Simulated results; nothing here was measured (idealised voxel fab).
The process module that follows is named voxel self aligned vias.
FYI the section here is cut, 290 nm wide, cells are 5 nm squares.
Cross-section, as written here: a square-cell grid given band by band from the top down, where a band holds one or more rows of cells.
For a band, the entry starts with two heights in nm, that of the top and then that of the bottom, and carries on with the band's materials in order from left to right, each alongside its width in nm; the word "edge to edge" beside a single material means it fills the band edge to edge, and "blank" means empty space.
Ref level 0: as-received wafer is one material below here. Bottom band extends down with no lower bound ("from 0 down").
Quick explanation for "30 to 40": the width changes in equal steps down the rows of cells, from the first number in the band's top row to the second number in its bottom row.
"remains unaltered" for a step: no cell of the cross-section changed in that step.
Each empty space that has no open way to the top and spans at least 8 cells appears under "Enclosed cavity list" as width x height at distance, the distance counted from the left edge, all in nm.
after a step's settings: what the simulator itself notes on the step
"overlay nm" on a masked step: distance the mask lay right of its planned place, negative for left.
Process steps (planned)
1,RECEIVE with material Si
2,CONFORMAL_DEP with material SiO2, thk nm 15
3,CONFORMAL_DEP with material SiCN, thk nm 5
4,DIRECTIONAL_DEP with material SiO2, thk nm 20
5,PATTERN with tone open, mask id LINES, material resist, width nm 30, pitch nm 70, thk nm 15, overlay nm 0
6,DIRECTIONAL_ETCH with etch materials SiO2, depth nm 20
7,STRIP with etch materials resist
8,CONFORMAL_DEP with material TiN, thk nm 5
9,FILL_DEP with material W, thk nm 5
10,CMP with height nm 40
11,SELECTIVE_ETCH with etch materials W Ru TiN, depth nm 5
12,FILL_DEP with material SiN, thk nm 5
13,CMP with height nm 40
14,DIRECTIONAL_DEP with material SiO2, thk nm 20
15,MASKED_ETCH with tone open, mask id VIAS, width nm 40, pitch nm 70, etch materials SiO2, depth nm 20, overlay nm 0
16,MASKED_ETCH with tone open, mask id VIAS, width nm 40, pitch nm 70, etch materials SiN, depth nm 5, overlay nm 0
17,CONFORMAL_DEP with material TiN, thk nm 5
18,FILL_DEP with material Cu, thk nm 5
19,CMP with height nm 60
20,CONFORMAL_DEP with material SiN, thk nm 5
Received-state cross-section, reflecting completion of step 1
- from 0 down | Si edge to edge
- Enclosed cavity list: none
Here's the wafer cut in cross-section after the module, started and planned just like above, except one thing was done wrong in the run
- from 65 to 60 | SiN edge to edge
- from 60 to 45 | SiO2: 55, TiN: 5, Cu: 30, TiN: 5, SiO2: 30, TiN: 5, Cu: 30, TiN: 5, SiO2: 30, TiN: 5, Cu: 30, TiN: 5, SiO2: 55
- from 45 to 40 | SiO2: 55, TiN: 10, Cu: 20, TiN: 10, SiO2: 30, TiN: 10, Cu: 20, TiN: 10, SiO2: 30, TiN: 10, Cu: 20, TiN: 10, SiO2: 55
- from 40 to 35 | SiO2: 60, TiN: 30, SiO2: 40, TiN: 30, SiO2: 40, TiN: 30, SiO2: 60
- from 35 to 25 | SiO2: 60, TiN: 5, W: 20, TiN: 5, SiO2: 40, TiN: 5, W: 20, TiN: 5, SiO2: 40, TiN: 5, W: 20, TiN: 5, SiO2: 60
- from 25 to 20 | SiO2: 60, TiN: 30, SiO2: 40, TiN: 30, SiO2: 40, TiN: 30, SiO2: 60
- from 20 to 5 | SiO2 edge to edge
- from 5 to 0 | SiCN edge to edge
- from 0 down | Si edge to edge
- Enclosed cavity list: none
Short version of what went wrong: the run placed steps 2 and 3 each in the position the plan gave to the other
